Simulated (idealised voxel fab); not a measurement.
process module | voxel spacer lines
cross-section cut | 280 nm wide | cells 5 nm
A cross-section is a grid of square cells, given in bands from the top down. A band is one or more rows of cells.
Each band's line starts with the height of the band's top and of its bottom, in nm. Then come its materials from left to right, each with its width in nm. One material with "throughout" fills the band from edge to edge. "air" is empty space.
Height 0 is the level under which the wafer as received is all one material. The lowest band goes on downwards, as in "0 down".
A width such as "30 to 40" changes by the same amount from each row of cells to the next, from the band's top row to its bottom row.
"no change" after a step means that no cell of the cross-section changed.
closed voids: empty space of 8 cells or more with no open way to the top, each as width x height at its distance from the left edge, in nm
after a step's settings: what the simulator itself notes on the step
overlay nm, on a step with a mask: how far to the right of its planned place the mask lay; to the left if negative
plan
1 op RECEIVE | material Si
2 op CONFORMAL_DEP | material Al2O3 | thk nm 5
3 op DIRECTIONAL_DEP | material SiN | thk nm 20
4 op DIRECTIONAL_DEP | material polySi | thk nm 25
5 op PATTERN | tone cover | mask id MANDREL | material resist | width nm 20 | pitch nm 60 | thk nm 30 | overlay nm 0
6 op DIRECTIONAL_ETCH | etch materials polySi | depth nm 25
7 op STRIP | etch materials resist
8 op CONFORMAL_DEP | material SiO2 | thk nm 10
9 op DIRECTIONAL_ETCH | etch materials SiO2 | depth nm 10
10 op STRIP | etch materials polySi
11 op DIRECTIONAL_ETCH | etch materials SiN | depth nm 20
12 op STRIP | etch materials SiO2
first wafer, as planned
as received, after step 1
  0 down: Si throughout
  closed voids: none
after step 2
  5 to 0: Al2O3 throughout
  below 0: unchanged
after step 3
  25 to 5: SiN throughout
  below 5: unchanged
after step 4
  50 to 25: polySi throughout
  below 25: unchanged
after step 5
  80 to 50: air 70 | resist 20 | air 40 | resist 20 | air 40 | resist 20 | air 70
  below 50: unchanged
after step 6
  80 to 50: air 70 | resist 20 | air 40 | resist 20 | air 40 | resist 20 | air 70
  50 to 25: air 70 | polySi 20 | air 40 | polySi 20 | air 40 | polySi 20 | air 70
  below 25: unchanged
after step 7
  50 to 25: air 70 | polySi 20 | air 40 | polySi 20 | air 40 | polySi 20 | air 70
  below 25: unchanged
after step 8
  60 to 50: air 60 | SiO2 40 | air 20 | SiO2 40 | air 20 | SiO2 40 | air 60
  50 to 35: air 60 | SiO2 10 | polySi 20 | SiO2 10 | air 20 | SiO2 10 | polySi 20 | SiO2 10 | air 20 | SiO2 10 | polySi 20 | SiO2 10 | air 60
  35 to 25: SiO2 70 | polySi 20 | SiO2 40 | polySi 20 | SiO2 40 | polySi 20 | SiO2 70
  below 25: unchanged
after step 9
  50 to 25: air 60 | SiO2 10 | polySi 20 | SiO2 10 | air 20 | SiO2 10 | polySi 20 | SiO2 10 | air 20 | SiO2 10 | polySi 20 | SiO2 10 | air 60
  below 25: unchanged
after step 10
  50 to 25: air 60 | SiO2 10 | air 20 | SiO2 10 | air 20 | SiO2 10 | air 20 | SiO2 10 | air 20 | SiO2 10 | air 20 | SiO2 10 | air 60
  below 25: unchanged
after step 11
  50 to 25: air 60 | SiO2 10 | air 20 | SiO2 10 | air 20 | SiO2 10 | air 20 | SiO2 10 | air 20 | SiO2 10 | air 20 | SiO2 10 | air 60
  25 to 5: air 60 | SiN 10 | air 20 | SiN 10 | air 20 | SiN 10 | air 20 | SiN 10 | air 20 | SiN 10 | air 20 | SiN 10 | air 60
  below 5: unchanged
after step 12
  25 to 5: air 60 | SiN 10 | air 20 | SiN 10 | air 20 | SiN 10 | air 20 | SiN 10 | air 20 | SiN 10 | air 20 | SiN 10 | air 60
  below 5: unchanged
second wafer: like start, like plan, one mistake. Through step 10 it matches the first wafer
when step 11 should have ended
  50 to 25: air 60 | SiO2 10 | air 20 | SiO2 10 | air 20 | SiO2 10 | air 20 | SiO2 10 | air 20 | SiO2 10 | air 20 | SiO2 10 | air 60
  25 to 10: air 60 | SiN 10 | air 20 | SiN 10 | air 20 | SiN 10 | air 20 | SiN 10 | air 20 | SiN 10 | air 20 | SiN 10 | air 60
  below 10: unchanged
when step 12 should have ended
  25 to 10: air 60 | SiN 10 | air 20 | SiN 10 | air 20 | SiN 10 | air 20 | SiN 10 | air 20 | SiN 10 | air 20 | SiN 10 | air 60
  below 10: unchanged
what went wrong: step 11 ran as: op DIRECTIONAL_ETCH | etch materials SiN | depth nm 15
at the end the second wafer has, in cells: 44 more of SiN
